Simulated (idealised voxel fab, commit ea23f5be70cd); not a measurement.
process module | voxel gate over fins
cross-section cut | 295 nm wide | cells 5 nm
A cross-section is a grid of square cells, given in bands from the top down. A band is one or more rows of cells.
Each band's line starts with the height of the band's top and of its bottom, in nm. Then come its materials from left to right, each with its width in nm. One material with "throughout" fills the band from edge to edge. "air" is empty space.
Height 0 is the level under which the wafer as received is all one material. The lowest band goes on downwards, as in "0 down".
A width such as "30 to 40" changes by the same amount from each row of cells to the next, from the band's top row to its bottom row.
"no change" after a step means that no cell of the cross-section changed.
closed voids: empty space of 8 cells or more with no open way to the top, each as width x height at its distance from the left edge, in nm
after a step's settings: what the simulator itself notes on the step
overlay nm, on a step with a mask: how far to the right of its planned place the mask lay; to the left if negative
plan
1 op RECEIVE | material Si
2 op CONFORMAL_DEP | material SiN | thk nm 10
3 op PATTERN | tone cover | mask id FINS | material resist | width nm 15 | pitch nm 45 | thk nm 15 | overlay nm 0
4 op DIRECTIONAL_ETCH | etch materials SiN | depth nm 10
5 op DIRECTIONAL_ETCH | etch materials Si | depth nm 40
6 op STRIP | etch materials resist
7 op OXIDIZE | depth nm 5
8 op FILL_DEP | material SiO2 | thk nm 15
9 op CMP | height nm 10
10 op SELECTIVE_ETCH | etch materials SiO2 | depth nm 25
11 op STRIP | etch materials SiN
12 op CONFORMAL_DEP | material HfO2 | thk nm 5
13 op CONFORMAL_DEP | material TiN | thk nm 5
14 op CONFORMAL_DEP | material TiAl | thk nm 5
15 op CONFORMAL_DEP | material TiN | thk nm 5
16 op FILL_DEP | material W | thk nm 15
17 op CMP | height nm 30
18 op CONFORMAL_DEP | material SiCN | thk nm 5
varied across the wafers: width nm of step 3. The plan shows the first wafer's value. All wafers start alike
first wafer as received, after step 1
  0 down: Si throughout
  closed voids: none
first wafer at the end, after step 18
  35 to 30: SiCN throughout
  30 to 20: W throughout
  20 to 15: W 55 | TiN 180 | W 60
  15 to 10: W 55 | TiN 5 | TiAl 35 | TiN 10 | TiAl 35 | TiN 10 | TiAl 35 | TiN 10 | TiAl 35 | TiN 5 | W 60
  10 to 5: W 55 | TiN 5 | TiAl 5 | TiN 25 | TiAl 5 | TiN 10 | TiAl 5 | TiN 25 | TiAl 5 | TiN 10 | TiAl 5 | TiN 25 | TiAl 5 | TiN 10 | TiAl 5 | TiN 25 | TiAl 5 | TiN 5 | W 60
  5 to 0: TiN 60 | TiAl 5 | TiN 5 | HfO2 15 | TiN 5 | TiAl 5 | TiN 10 | TiAl 5 | TiN 5 | HfO2 15 | TiN 5 | TiAl 5 | TiN 10 | TiAl 5 | TiN 5 | HfO2 15 | TiN 5 | TiAl 5 | TiN 10 | TiAl 5 | TiN 5 | HfO2 15 | TiN 5 | TiAl 5 | TiN 65
  0 to -5: TiAl 65 | TiN 5 | HfO2 5 | Si 5 | HfO2 5 | TiN 5 | TiAl 20 | TiN 5 | HfO2 5 | Si 5 | HfO2 5 | TiN 5 | TiAl 20 | TiN 5 | HfO2 5 | Si 5 | HfO2 5 | TiN 5 | TiAl 20 | TiN 5 | HfO2 5 | Si 5 | HfO2 5 | TiN 5 | TiAl 70
  -5 to -10: TiN 70 | HfO2 5 | Si 5 | HfO2 5 | TiN 30 | HfO2 5 | Si 5 | HfO2 5 | TiN 30 | HfO2 5 | Si 5 | HfO2 5 | TiN 30 | HfO2 5 | Si 5 | HfO2 5 | TiN 75
  -10 to -15: HfO2 75 | Si 5 | HfO2 40 | Si 5 | HfO2 40 | Si 5 | HfO2 40 | Si 5 | HfO2 80
  -15 to -45: SiO2 75 | Si 5 | SiO2 40 | Si 5 | SiO2 40 | Si 5 | SiO2 40 | Si 5 | SiO2 80
  -45 down: Si throughout
  closed voids: none
last wafer at the end
  35 to 30: SiCN throughout
  30 to 20: W throughout
  20 to 15: W 50 | TiN 195 | W 50
  15 to 10: W 50 | TiN 5 | TiAl 185 | TiN 5 | W 50
  10 to 5: W 50 | TiN 5 | TiAl 5 | TiN 40 | TiAl 5 | TiN 40 | TiAl 5 | TiN 40 | TiAl 5 | TiN 40 | TiAl 5 | TiN 5 | W 50
  5 to 0: TiN 55 | TiAl 5 | TiN 5 | HfO2 30 | TiN 5 | TiAl 5 | TiN 5 | HfO2 30 | TiN 5 | TiAl 5 | TiN 5 | HfO2 30 | TiN 5 | TiAl 5 | TiN 5 | HfO2 30 | TiN 5 | TiAl 5 | TiN 55
  0 to -5: TiAl 60 | TiN 5 | HfO2 5 | Si 20 | HfO2 5 | TiN 5 | TiAl 5 | TiN 5 | HfO2 5 | Si 20 | HfO2 5 | TiN 5 | TiAl 5 | TiN 5 | HfO2 5 | Si 20 | HfO2 5 | TiN 5 | TiAl 5 | TiN 5 | HfO2 5 | Si 20 | HfO2 5 | TiN 5 | TiAl 60
  -5 to -10: TiN 65 | HfO2 5 | Si 20 | HfO2 5 | TiN 15 | HfO2 5 | Si 20 | HfO2 5 | TiN 15 | HfO2 5 | Si 20 | HfO2 5 | TiN 15 | HfO2 5 | Si 20 | HfO2 5 | TiN 65
  -10 to -15: HfO2 70 | Si 20 | HfO2 25 | Si 20 | HfO2 25 | Si 20 | HfO2 25 | Si 20 | HfO2 70
  -15 to -45: SiO2 70 | Si 20 | SiO2 25 | Si 20 | SiO2 25 | Si 20 | SiO2 25 | Si 20 | SiO2 70
  -45 down: Si throughout
  closed voids: none
each wafer at the end: cells of each material gained (+) or lost (-) since it was received, then its closed voids
width nm 15 | +83 HfO2 | -495 Si | +59 SiCN | +330 SiO2 | +83 TiAl | +166 TiN | +187 W | closed voids: none
width nm 20 | +83 HfO2 | -459 Si | +59 SiCN | +306 SiO2 | +83 TiAl | +157 TiN | +184 W | closed voids: none
width nm 25 | +83 HfO2 | -423 Si | +59 SiCN | +282 SiO2 | +83 TiAl | +148 TiN | +181 W | closed voids: none
width nm 30 | +83 HfO2 | -387 Si | +59 SiCN | +258 SiO2 | +74 TiAl | +148 TiN | +178 W | closed voids: none
